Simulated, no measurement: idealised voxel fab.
Presented below is a process module, voxel wiring stack.
FYI the section here is cut, 195 nm wide, cells are 5 nm squares.
Think of the cross-section as a grid of square cells. We describe it in bands, top to bottom, and each band covers one or more rows of those cells. First you get the band's top height and its bottom height, in nm, and then the materials it's made of, left to right, with each width in nm. If you see a single material with "all across", that one covers the band edge to edge. "blank" is empty space. The level at which height equals 0 is the one under which the wafer, as it arrives, is entirely one material. No lower edge exists for the bottom band, which continues downward and is notated as in "0..down". Per-row width for "30..40": begins at first number (top row of band), ends at second number (bottom row), increment between rows held constant. You'll sometimes find "nothing was modified" written for a step, and that's the way of saying that nowhere in the cross-section did a cell change during that step. For the entry "Closed void catalog", the listed items are empty spaces with no open way to the top whose size is 8 cells or more; each item follows the pattern width x height at distance, where distance is from the left edge and all three are in nm. Note: text after step settings on the step line = simulator remark on that step. You can add "overlay nm" to a step's line. For a step with a mask, it describes how far the mask lay to the right of its planned position, and a negative number describes a lay to the left. Guide to the pairs. Each holds a before and an after cross-section around one process step; the after cross-section is cut off at the lowest band that changed. Look under the pair for the step between them and its settings. Pairs can come from different runs of this module on the same starting wafer, so a pair follows on from the one above it only where its entry headed "Pre-step condition" says it does.
**Pre-step condition**
    90..75 = 65 nm aC / 25 nm blank / 15 nm aC / 25 nm blank / 65 nm aC
    75..60 = 65 nm lowk / 25 nm blank / 15 nm lowk / 25 nm blank / 65 nm lowk
    60..50 = lowk all across
    50..45 = SiCN all across
    45..40 = 55 nm SiCN / 35 nm Ru / 5 nm SiCN / 35 nm Ru / 65 nm SiCN
    40..25 = 60 nm lowk / 5 nm TiN / 15 nm Cu / 5 nm TiN / 15 nm lowk / 5 nm TiN / 15 nm Cu / 5 nm TiN / 70 nm lowk
    25..20 = 60 nm lowk / 10 nm TiN / 10 nm Cu / 5 nm TiN / 15 nm lowk / 10 nm TiN / 10 nm Cu / 5 nm TiN / 70 nm lowk
    20..15 = 65 nm SiCN / 20 nm TiN / 20 nm SiCN / 20 nm TiN / 70 nm SiCN
    15..0 = SiO2 all across
    0..down = Si all across
    Closed void catalog: none
**after**
    75..60 = 65 nm lowk / 25 nm blank / 15 nm lowk / 25 nm blank / 65 nm lowk
    Everything under 60 stays put, no change at all.
    Closed void catalog: none
The step occurring between the two cross-sections depicted above is identified as STRIP [etch materials aC]
Pre-step condition: refer to the pair immediately above; the cross-section shown after its step is the state before this one.
**after**
    95..75 = 65 nm resist / 15 nm blank / 25 nm resist / 15 nm blank / 75 nm resist
    75..60 = 65 nm lowk / 15 nm blank / 10 nm resist / 15 nm lowk / 15 nm blank / 10 nm resist / 65 nm lowk
    Everything under 60 stays put, no change at all.
    Closed void catalog: none
The step occurring between the two cross-sections depicted above is identified as PATTERN [tone open] [mask id METAL_2_HOLES] [material resist] [width nm 15] [pitch nm 40] [thk nm 20] [overlay nm 0]
Pre-step condition: refer to the pair immediately above; the cross-section shown after its step is the state before this one.
**after**
    95..75 = 65 nm resist / 15 nm blank / 25 nm resist / 15 nm blank / 75 nm resist
    75..60 = 65 nm lowk / 15 nm blank / 10 nm resist / 15 nm lowk / 15 nm blank / 10 nm resist / 65 nm lowk
    60..50 = 65 nm lowk / 15 nm blank / 25 nm lowk / 15 nm blank / 75 nm lowk
    Everything under 50 stays put, no change at all.
    Closed void catalog: none
The step occurring between the two cross-sections depicted above is identified as DIRECTIONAL_ETCH [etch materials lowk] [depth nm 10]
Pre-step condition: refer to the pair immediately above; the cross-section shown after its step is the state before this one.
**after**
    95..75 = 65 nm resist / 15 nm blank / 25 nm resist / 15 nm blank / 75 nm resist
    75..60 = 65 nm lowk / 15 nm blank / 10 nm resist / 15 nm lowk / 15 nm blank / 10 nm resist / 65 nm lowk
    60..50 = 65 nm lowk / 15 nm blank / 25 nm lowk / 15 nm blank / 75 nm lowk
    50..45 = 65 nm SiCN / 15 nm blank / 25 nm SiCN / 15 nm blank / 75 nm SiCN
    Everything under 45 stays put, no change at all.
    Closed void catalog: none
The step occurring between the two cross-sections depicted above is identified as DIRECTIONAL_ETCH [etch materials SiCN] [depth nm 5]
Pre-step condition: refer to the pair immediately above; the cross-section shown after its step is the state before this one.
**after**
    75..60 = 65 nm lowk / 25 nm blank / 15 nm lowk / 25 nm blank / 65 nm lowk
    Everything under 60 stays put, no change at all.
    Closed void catalog: none
The step occurring between the two cross-sections depicted above is identified as STRIP [etch materials resist]
Pre-step condition: refer to the pair immediately above; the cross-section shown after its step is the state before this one.
**after**
    80..75 = 70 nm TiN / 15 nm blank / 25 nm TiN / 15 nm blank / 70 nm TiN
    75..65 = 65 nm lowk / 5 nm TiN / 15 nm blank / 5 nm TiN / 15 nm lowk / 5 nm TiN / 15 nm blank / 5 nm TiN / 65 nm lowk
    65..60 = 65 nm lowk / 5 nm TiN / 5 nm blank / 15 nm TiN / 15 nm lowk / 5 nm TiN / 5 nm blank / 15 nm TiN / 65 nm lowk
    60..50 = 65 nm lowk / 5 nm TiN / 5 nm blank / 5 nm TiN / 25 nm lowk / 5 nm TiN / 5 nm blank / 5 nm TiN / 75 nm lowk
    50..45 = 65 nm SiCN / 15 nm TiN / 25 nm SiCN / 15 nm TiN / 75 nm SiCN
    Everything under 45 stays put, no change at all.
    Closed void catalog: none
The step occurring between the two cross-sections depicted above is identified as CONFORMAL_DEP [material TiN] [thk nm 5]
Pre-step condition: refer to the pair immediately above; the cross-section shown after its step is the state before this one.
**after**
    90..80 = Cu all across
    80..75 = 70 nm TiN / 15 nm Cu / 25 nm TiN / 15 nm Cu / 70 nm TiN
    75..65 = 65 nm lowk / 5 nm TiN / 15 nm Cu / 5 nm TiN / 15 nm lowk / 5 nm TiN / 15 nm Cu / 5 nm TiN / 65 nm lowk
    65..60 = 65 nm lowk / 5 nm TiN / 5 nm Cu / 15 nm TiN / 15 nm lowk / 5 nm TiN / 5 nm Cu / 15 nm TiN / 65 nm lowk
    60..50 = 65 nm lowk / 5 nm TiN / 5 nm Cu / 5 nm TiN / 25 nm lowk / 5 nm TiN / 5 nm Cu / 5 nm TiN / 75 nm lowk
    Everything under 50 stays put, no change at all.
    Closed void catalog: none
The step occurring between the two cross-sections depicted above is identified as FILL_DEP [material Cu] [thk nm 10]
Pre-step condition: refer to the pair immediately above; the cross-section shown after its step is the state before this one.
**after**
    75..65 = 65 nm lowk / 5 nm TiN / 15 nm Cu / 5 nm TiN / 15 nm lowk / 5 nm TiN / 15 nm Cu / 5 nm TiN / 65 nm lowk
    Everything under 65 stays put, no change at all.
    Closed void catalog: none
The step occurring between the two cross-sections depicted above is identified as CMP [height nm 75]
Pre-step condition: refer to the pair immediately above; the cross-section shown after its step is the state before this one.
**after**
    80..75 = SiCN all across
    Everything under 75 stays put, no change at all.
    Closed void catalog: none
The step occurring between the two cross-sections depicted above is identified as CONFORMAL_DEP [material SiCN] [thk nm 5]
**Pre-step condition**
    15..0 = SiO2 all across
    0..down = Si all across
    Closed void catalog: none
**after**
    20..0 = SiO2 all across
    Everything under 0 stays put, no change at all.
    Closed void catalog: none
The step occurring between the two cross-sections depicted above is identified as CONFORMAL_DEP [material SiO2] [thk nm 5]
Pre-step condition: refer to the pair immediately above; the cross-section shown after its step is the state before this one.
**after**
    40..20 = lowk all across
    Everything under 20 stays put, no change at all.
    Closed void catalog: none
The step occurring between the two cross-sections depicted above is identified as DIRECTIONAL_DEP [material lowk] [thk nm 20]
Pre-step condition: refer to the pair immediately above; the cross-section shown after its step is the state before this one.
**after**
    40..20 = 65 nm lowk / 25 nm blank / 15 nm lowk / 25 nm blank / 65 nm lowk
    Everything under 20 stays put, no change at all.
    Closed void catalog: none
The step occurring between the two cross-sections depicted above is identified as MASKED_ETCH [tone open] [mask id METAL_1] [width nm 25] [pitch nm 40] [etch materials lowk] [depth nm 20] [overlay nm 0]
Pre-step condition: refer to the pair immediately above; the cross-section shown after its step is the state before this one.
**after**
    45..40 = 70 nm TiN / 15 nm blank / 25 nm TiN / 15 nm blank / 70 nm TiN
    40..25 = 65 nm lowk / 5 nm TiN / 15 nm blank / 5 nm TiN / 15 nm lowk / 5 nm TiN / 15 nm blank / 5 nm TiN / 65 nm lowk
    25..20 = 65 nm lowk / 25 nm TiN / 15 nm lowk / 25 nm TiN / 65 nm lowk
    Everything under 20 stays put, no change at all.
    Closed void catalog: none
The step occurring between the two cross-sections depicted above is identified as CONFORMAL_DEP [material TiN] [thk nm 5]
Pre-step condition: refer to the pair immediately above; the cross-section shown after its step is the state before this one.
**after**
    55..45 = Cu all across
    45..40 = 70 nm TiN / 15 nm Cu / 25 nm TiN / 15 nm Cu / 70 nm TiN
    40..25 = 65 nm lowk / 5 nm TiN / 15 nm Cu / 5 nm TiN / 15 nm lowk / 5 nm TiN / 15 nm Cu / 5 nm TiN / 65 nm lowk
    Everything under 25 stays put, no change at all.
    Closed void catalog: none
The step occurring between the two cross-sections depicted above is identified as FILL_DEP [material Cu] [thk nm 10]
Pre-step condition: refer to the pair immediately above; the cross-section shown after its step is the state before this one.
**after**
    40..25 = 65 nm lowk / 5 nm TiN / 15 nm Cu / 5 nm TiN / 15 nm lowk / 5 nm TiN / 15 nm Cu / 5 nm TiN / 65 nm lowk
    Everything under 25 stays put, no change at all.
    Closed void catalog: none
The step occurring between the two cross-sections depicted above is identified as CMP [height nm 40]
Pre-step condition: refer to the pair immediately above; the cross-section shown after its step is the state before this one.
**after**
    45..40 = 60 nm blank / 35 nm Ru / 5 nm blank / 35 nm Ru / 60 nm blank
    Everything under 40 stays put, no change at all.
    Closed void catalog: none
The step occurring between the two cross-sections depicted above is identified as EPI [material Ru] [thk nm 5]
Pre-step condition: refer to the pair immediately above; the cross-section shown after its step is the state before this one.
**after**
    50..45 = SiCN all across
    45..40 = 60 nm SiCN / 35 nm Ru / 5 nm SiCN / 35 nm Ru / 60 nm SiCN
    Everything under 40 stays put, no change at all.
    Closed void catalog: none
The step occurring between the two cross-sections depicted above is identified as FILL_DEP [material SiCN] [thk nm 5]
Pre-step condition: refer to the pair immediately above; the cross-section shown after its step is the state before this one.
**after**
    75..50 = lowk all across
    Everything under 50 stays put, no change at all.
    Closed void catalog: none
The step occurring between the two cross-sections depicted above is identified as DIRECTIONAL_DEP [material lowk] [thk nm 25]
Pre-step condition: refer to the pair immediately above; the cross-section shown after its step is the state before this one.
**after**
    90..75 = aC all across
    Everything under 75 stays put, no change at all.
    Closed void catalog: none
The step occurring between the two cross-sections depicted above is identified as DIRECTIONAL_DEP [material aC] [thk nm 15]
Pre-step condition: refer to the pair immediately above; the cross-section shown after its step is the state before this one.
**after**
    125..90 = 65 nm resist / 25 nm blank / 15 nm resist / 25 nm blank / 65 nm resist
    Everything under 90 stays put, no change at all.
    Closed void catalog: none
The step occurring between the two cross-sections depicted above is identified as PATTERN [tone open] [mask id METAL_2] [material resist] [width nm 25] [pitch nm 40] [thk nm 35] [overlay nm 0]
Pre-step condition: refer to the pair immediately above; the cross-section shown after its step is the state before this one.
**after**
    110..90 = 65 nm resist / 25 nm blank / 15 nm resist / 25 nm blank / 65 nm resist
    90..75 = 65 nm aC / 25 nm blank / 15 nm aC / 25 nm blank / 65 nm aC
    Everything under 75 stays put, no change at all.
    Closed void catalog: none
The step occurring between the two cross-sections depicted above is identified as DIRECTIONAL_ETCH [etch materials aC] [depth nm 15]
Pre-step condition: refer to the pair immediately above; the cross-section shown after its step is the state before this one.
**after**
    90..75 = 65 nm aC / 25 nm blank / 15 nm aC / 25 nm blank / 65 nm aC
    Everything under 75 stays put, no change at all.
    Closed void catalog: none
The step occurring between the two cross-sections depicted above is identified as STRIP [etch materials resist]
Pre-step condition: refer to the pair immediately above; the cross-section shown after its step is the state before this one.
**after**
    90..75 = 65 nm aC / 25 nm blank / 15 nm aC / 25 nm blank / 65 nm aC
    75..60 = 65 nm lowk / 25 nm blank / 15 nm lowk / 25 nm blank / 65 nm lowk
    Everything under 60 stays put, no change at all.
    Closed void catalog: none
The step occurring between the two cross-sections depicted above is identified as DIRECTIONAL_ETCH [etch materials lowk] [depth nm 15]
Pre-step condition: refer to the pair immediately above; the cross-section shown after its step is the state before this one.
**after**
    75..60 = 65 nm lowk / 25 nm blank / 15 nm lowk / 25 nm blank / 65 nm lowk
    Everything under 60 stays put, no change at all.
    Closed void catalog: none
The step occurring between the two cross-sections depicted above is identified as STRIP [etch materials aC]
Pre-step condition: refer to the pair immediately above; the cross-section shown after its step is the state before this one.
**after**
    95..75 = 65 nm resist / 15 nm blank / 25 nm resist / 15 nm blank / 75 nm resist
    75..60 = 65 nm lowk / 15 nm blank / 10 nm resist / 15 nm lowk / 15 nm blank / 10 nm resist / 65 nm lowk
    Everything under 60 stays put, no change at all.
    Closed void catalog: none
The step occurring between the two cross-sections depicted above is identified as PATTERN [tone open] [mask id METAL_2_HOLES] [material resist] [width nm 15] [pitch nm 40] [thk nm 20] [overlay nm 0]
Pre-step condition: refer to the pair immediately above; the cross-section shown after its step is the state before this one.
**after**
    95..75 = 65 nm resist / 15 nm blank / 25 nm resist / 15 nm blank / 75 nm resist
    75..60 = 65 nm lowk / 15 nm blank / 10 nm resist / 15 nm lowk / 15 nm blank / 10 nm resist / 65 nm lowk
    60..50 = 65 nm lowk / 15 nm blank / 25 nm lowk / 15 nm blank / 75 nm lowk
    Everything under 50 stays put, no change at all.
    Closed void catalog: none
The step occurring between the two cross-sections depicted above is identified as DIRECTIONAL_ETCH [etch materials lowk] [depth nm 10]
Pre-step condition: refer to the pair immediately above; the cross-section shown after its step is the state before this one.
**after**
    95..75 = 65 nm resist / 15 nm blank / 25 nm resist / 15 nm blank / 75 nm resist
    75..60 = 65 nm lowk / 15 nm blank / 10 nm resist / 15 nm lowk / 15 nm blank / 10 nm resist / 65 nm lowk
    60..50 = 65 nm lowk / 15 nm blank / 25 nm lowk / 15 nm blank / 75 nm lowk
    50..45 = 65 nm SiCN / 15 nm blank / 25 nm SiCN / 15 nm blank / 75 nm SiCN
    Everything under 45 stays put, no change at all.
    Closed void catalog: none
The step occurring between the two cross-sections depicted above is identified as DIRECTIONAL_ETCH [etch materials SiCN] [depth nm 5]
Pre-step condition: refer to the pair immediately above; the cross-section shown after its step is the state before this one.
**after**
    75..60 = 65 nm lowk / 25 nm blank / 15 nm lowk / 25 nm blank / 65 nm lowk
    Everything under 60 stays put, no change at all.
    Closed void catalog: none
The step occurring between the two cross-sections depicted above is identified as STRIP [etch materials resist]
Pre-step condition: refer to the pair immediately above; the cross-section shown after its step is the state before this one.
**after**
    80..75 = 70 nm TiN / 15 nm blank / 25 nm TiN / 15 nm blank / 70 nm TiN
    75..65 = 65 nm lowk / 5 nm TiN / 15 nm blank / 5 nm TiN / 15 nm lowk / 5 nm TiN / 15 nm blank / 5 nm TiN / 65 nm lowk
    65..60 = 65 nm lowk / 5 nm TiN / 5 nm blank / 15 nm TiN / 15 nm lowk / 5 nm TiN / 5 nm blank / 15 nm TiN / 65 nm lowk
    60..50 = 65 nm lowk / 5 nm TiN / 5 nm blank / 5 nm TiN / 25 nm lowk / 5 nm TiN / 5 nm blank / 5 nm TiN / 75 nm lowk
    50..45 = 65 nm SiCN / 15 nm TiN / 25 nm SiCN / 15 nm TiN / 75 nm SiCN
    Everything under 45 stays put, no change at all.
    Closed void catalog: none
The step occurring between the two cross-sections depicted above is identified as CONFORMAL_DEP [material TiN] [thk nm 5]
Pre-step condition: refer to the pair immediately above; the cross-section shown after its step is the state before this one.
**after**
    90..80 = Cu all across
    80..75 = 70 nm TiN / 15 nm Cu / 25 nm TiN / 15 nm Cu / 70 nm TiN
    75..65 = 65 nm lowk / 5 nm TiN / 15 nm Cu / 5 nm TiN / 15 nm lowk / 5 nm TiN / 15 nm Cu / 5 nm TiN / 65 nm lowk
    65..60 = 65 nm lowk / 5 nm TiN / 5 nm Cu / 15 nm TiN / 15 nm lowk / 5 nm TiN / 5 nm Cu / 15 nm TiN / 65 nm lowk
    60..50 = 65 nm lowk / 5 nm TiN / 5 nm Cu / 5 nm TiN / 25 nm lowk / 5 nm TiN / 5 nm Cu / 5 nm TiN / 75 nm lowk
    Everything under 50 stays put, no change at all.
    Closed void catalog: none
The step occurring between the two cross-sections depicted above is identified as FILL_DEP [material Cu] [thk nm 10]
Pre-step condition: refer to the pair immediately above; the cross-section shown after its step is the state before this one.
**after**
    75..65 = 65 nm lowk / 5 nm TiN / 15 nm Cu / 5 nm TiN / 15 nm lowk / 5 nm TiN / 15 nm Cu / 5 nm TiN / 65 nm lowk
    Everything under 65 stays put, no change at all.
    Closed void catalog: none
The step occurring between the two cross-sections depicted above is identified as CMP [height nm 75]
Pre-step condition: refer to the pair immediately above; the cross-section shown after its step is the state before this one.
**after**
    80..75 = SiCN all across
    Everything under 75 stays put, no change at all.
    Closed void catalog: none
The step occurring between the two cross-sections depicted above is identified as CONFORMAL_DEP [material SiCN] [thk nm 5]
**Pre-step condition**
    40..20 = lowk all across
    20..15 = SiCN all across
    15..0 = SiO2 all across
    0..down = Si all across
    Closed void catalog: none
**after**
    40..20 = 65 nm blank / 25 nm lowk / 15 nm blank / 25 nm lowk / 65 nm blank
    Everything under 20 stays put, no change at all.
    Closed void catalog: none
The step occurring between the two cross-sections depicted above is identified as MASKED_ETCH [tone cover] [mask id METAL_1] [width nm 25] [pitch nm 40] [etch materials lowk] [depth nm 20] [overlay nm 0]
Pre-step condition: refer to the pair immediately above; the cross-section shown after its step is the state before this one.
**after**
    45..40 = 60 nm blank / 35 nm TiN / 5 nm blank / 35 nm TiN / 60 nm blank
    40..25 = 60 nm blank / 5 nm TiN / 25 nm lowk / 5 nm TiN / 5 nm blank / 5 nm TiN / 25 nm lowk / 5 nm TiN / 60 nm blank
    25..20 = 65 nm TiN / 25 nm lowk / 15 nm TiN / 25 nm lowk / 65 nm TiN
    Everything under 20 stays put, no change at all.
    Closed void catalog: none
The step occurring between the two cross-sections depicted above is identified as CONFORMAL_DEP [material TiN] [thk nm 5]
Pre-step condition: refer to the pair immediately above; the cross-section shown after its step is the state before this one.
**after**
    55..45 = Cu all across
    45..40 = 60 nm Cu / 35 nm TiN / 5 nm Cu / 35 nm TiN / 60 nm Cu
    40..25 = 60 nm Cu / 5 nm TiN / 25 nm lowk / 5 nm TiN / 5 nm Cu / 5 nm TiN / 25 nm lowk / 5 nm TiN / 60 nm Cu
    Everything under 25 stays put, no change at all.
    Closed void catalog: none
The step occurring between the two cross-sections depicted above is identified as FILL_DEP [material Cu] [thk nm 10]
Pre-step condition: refer to the pair immediately above; the cross-section shown after its step is the state before this one.
**after**
    40..25 = 60 nm Cu / 5 nm TiN / 25 nm lowk / 5 nm TiN / 5 nm Cu / 5 nm TiN / 25 nm lowk / 5 nm TiN / 60 nm Cu
    Everything under 25 stays put, no change at all.
    Closed void catalog: none
The step occurring between the two cross-sections depicted above is identified as CMP [height nm 40]
Pre-step condition: refer to the pair immediately above; the cross-section shown after its step is the state before this one.
**after**
    45..40 = 70 nm Ru / 15 nm blank / 25 nm Ru / 15 nm blank / 70 nm Ru
    Everything under 40 stays put, no change at all.
    Closed void catalog: none
The step occurring between the two cross-sections depicted above is identified as EPI [material Ru] [thk nm 5]
Pre-step condition: refer to the pair immediately above; the cross-section shown after its step is the state before this one.
**after**
    50..45 = SiCN all across
    45..40 = 70 nm Ru / 15 nm SiCN / 25 nm Ru / 15 nm SiCN / 70 nm Ru
    Everything under 40 stays put, no change at all.
    Closed void catalog: none
The step occurring between the two cross-sections depicted above is identified as FILL_DEP [material SiCN] [thk nm 5]
Pre-step condition: refer to the pair immediately above; the cross-section shown after its step is the state before this one.
**after**
    75..50 = lowk all across
    Everything under 50 stays put, no change at all.
    Closed void catalog: none
The step occurring between the two cross-sections depicted above is identified as DIRECTIONAL_DEP [material lowk] [thk nm 25]
Pre-step condition: refer to the pair immediately above; the cross-section shown after its step is the state before this one.
**after**
    90..75 = aC all across
    Everything under 75 stays put, no change at all.
    Closed void catalog: none
The step occurring between the two cross-sections depicted above is identified as DIRECTIONAL_DEP [material aC] [thk nm 15]
Pre-step condition: refer to the pair immediately above; the cross-section shown after its step is the state before this one.
**after**
    125..90 = 65 nm resist / 25 nm blank / 15 nm resist / 25 nm blank / 65 nm resist
    Everything under 90 stays put, no change at all.
    Closed void catalog: none
The step occurring between the two cross-sections depicted above is identified as PATTERN [tone open] [mask id METAL_2] [material resist] [width nm 25] [pitch nm 40] [thk nm 35] [overlay nm 0]
Pre-step condition: refer to the pair immediately above; the cross-section shown after its step is the state before this one.
**after**
    110..90 = 65 nm resist / 25 nm blank / 15 nm resist / 25 nm blank / 65 nm resist
    90..75 = 65 nm aC / 25 nm blank / 15 nm aC / 25 nm blank / 65 nm aC
    Everything under 75 stays put, no change at all.
    Closed void catalog: none
The step occurring between the two cross-sections depicted above is identified as DIRECTIONAL_ETCH [etch materials aC] [depth nm 15]
Pre-step condition: refer to the pair immediately above; the cross-section shown after its step is the state before this one.
**after**
    90..75 = 65 nm aC / 25 nm blank / 15 nm aC / 25 nm blank / 65 nm aC
    Everything under 75 stays put, no change at all.
    Closed void catalog: none
The step occurring between the two cross-sections depicted above is identified as STRIP [etch materials resist]
Pre-step condition: refer to the pair immediately above; the cross-section shown after its step is the state before this one.
**after**
    90..75 = 65 nm aC / 25 nm blank / 15 nm aC / 25 nm blank / 65 nm aC
    75..60 = 65 nm lowk / 25 nm blank / 15 nm lowk / 25 nm blank / 65 nm lowk
    Everything under 60 stays put, no change at all.
    Closed void catalog: none
The step occurring between the two cross-sections depicted above is identified as DIRECTIONAL_ETCH [etch materials lowk] [depth nm 15]
Pre-step condition: refer to the pair immediately above; the cross-section shown after its step is the state before this one.
**after**
    75..60 = 65 nm lowk / 25 nm blank / 15 nm lowk / 25 nm blank / 65 nm lowk
    Everything under 60 stays put, no change at all.
    Closed void catalog: none
The step occurring between the two cross-sections depicted above is identified as STRIP [etch materials aC]
Pre-step condition: refer to the pair immediately above; the cross-section shown after its step is the state before this one.
**after**
    95..75 = 65 nm resist / 15 nm blank / 25 nm resist / 15 nm blank / 75 nm resist
    75..60 = 65 nm lowk / 15 nm blank / 10 nm resist / 15 nm lowk / 15 nm blank / 10 nm resist / 65 nm lowk
    Everything under 60 stays put, no change at all.
    Closed void catalog: none
The step occurring between the two cross-sections depicted above is identified as PATTERN [tone open] [mask id METAL_2_HOLES] [material resist] [width nm 15] [pitch nm 40] [thk nm 20] [overlay nm 0]
Pre-step condition: refer to the pair immediately above; the cross-section shown after its step is the state before this one.
**after**
    95..75 = 65 nm resist / 15 nm blank / 25 nm resist / 15 nm blank / 75 nm resist
    75..60 = 65 nm lowk / 15 nm blank / 10 nm resist / 15 nm lowk / 15 nm blank / 10 nm resist / 65 nm lowk
    60..50 = 65 nm lowk / 15 nm blank / 25 nm lowk / 15 nm blank / 75 nm lowk
    Everything under 50 stays put, no change at all.
    Closed void catalog: none
The step occurring between the two cross-sections depicted above is identified as DIRECTIONAL_ETCH [etch materials lowk] [depth nm 10]
Pre-step condition: refer to the pair immediately above; the cross-section shown after its step is the state before this one.
**after**
    95..75 = 65 nm resist / 15 nm blank / 25 nm resist / 15 nm blank / 75 nm resist
    75..60 = 65 nm lowk / 15 nm blank / 10 nm resist / 15 nm lowk / 15 nm blank / 10 nm resist / 65 nm lowk
    60..50 = 65 nm lowk / 15 nm blank / 25 nm lowk / 15 nm blank / 75 nm lowk
    50..45 = 65 nm SiCN / 15 nm blank / 25 nm SiCN / 15 nm blank / 75 nm SiCN
    Everything under 45 stays put, no change at all.
    Closed void catalog: none
The step occurring between the two cross-sections depicted above is identified as DIRECTIONAL_ETCH [etch materials SiCN] [depth nm 5]
Pre-step condition: refer to the pair immediately above; the cross-section shown after its step is the state before this one.
**after**
    75..60 = 65 nm lowk / 25 nm blank / 15 nm lowk / 25 nm blank / 65 nm lowk
    Everything under 60 stays put, no change at all.
    Closed void catalog: none
The step occurring between the two cross-sections depicted above is identified as STRIP [etch materials resist]
Pre-step condition: refer to the pair immediately above; the cross-section shown after its step is the state before this one.
**after**
    80..75 = 70 nm TiN / 15 nm blank / 25 nm TiN / 15 nm blank / 70 nm TiN
    75..65 = 65 nm lowk / 5 nm TiN / 15 nm blank / 5 nm TiN / 15 nm lowk / 5 nm TiN / 15 nm blank / 5 nm TiN / 65 nm lowk
    65..60 = 65 nm lowk / 5 nm TiN / 5 nm blank / 15 nm TiN / 15 nm lowk / 5 nm TiN / 5 nm blank / 15 nm TiN / 65 nm lowk
    60..50 = 65 nm lowk / 5 nm TiN / 5 nm blank / 5 nm TiN / 25 nm lowk / 5 nm TiN / 5 nm blank / 5 nm TiN / 75 nm lowk
    50..45 = 65 nm SiCN / 15 nm TiN / 25 nm SiCN / 15 nm TiN / 75 nm SiCN
    Everything under 45 stays put, no change at all.
    Closed void catalog: none
The step occurring between the two cross-sections depicted above is identified as CONFORMAL_DEP [material TiN] [thk nm 5]
Pre-step condition: refer to the pair immediately above; the cross-section shown after its step is the state before this one.
**after**
    90..80 = Cu all across
    80..75 = 70 nm TiN / 15 nm Cu / 25 nm TiN / 15 nm Cu / 70 nm TiN
    75..65 = 65 nm lowk / 5 nm TiN / 15 nm Cu / 5 nm TiN / 15 nm lowk / 5 nm TiN / 15 nm Cu / 5 nm TiN / 65 nm lowk
    65..60 = 65 nm lowk / 5 nm TiN / 5 nm Cu / 15 nm TiN / 15 nm lowk / 5 nm TiN / 5 nm Cu / 15 nm TiN / 65 nm lowk
    60..50 = 65 nm lowk / 5 nm TiN / 5 nm Cu / 5 nm TiN / 25 nm lowk / 5 nm TiN / 5 nm Cu / 5 nm TiN / 75 nm lowk
    Everything under 50 stays put, no change at all.
    Closed void catalog: none
The step occurring between the two cross-sections depicted above is identified as FILL_DEP [material Cu] [thk nm 10]
Pre-step condition: refer to the pair immediately above; the cross-section shown after its step is the state before this one.
**after**
    75..65 = 65 nm lowk / 5 nm TiN / 15 nm Cu / 5 nm TiN / 15 nm lowk / 5 nm TiN / 15 nm Cu / 5 nm TiN / 65 nm lowk
    Everything under 65 stays put, no change at all.
    Closed void catalog: none
The step occurring between the two cross-sections depicted above is identified as CMP [height nm 75]
Pre-step condition: refer to the pair immediately above; the cross-section shown after its step is the state before this one.
**after**
    80..75 = SiCN all across
    Everything under 75 stays put, no change at all.
    Closed void catalog: none
The step occurring between the two cross-sections depicted above is identified as CONFORMAL_DEP [material SiCN] [thk nm 5]
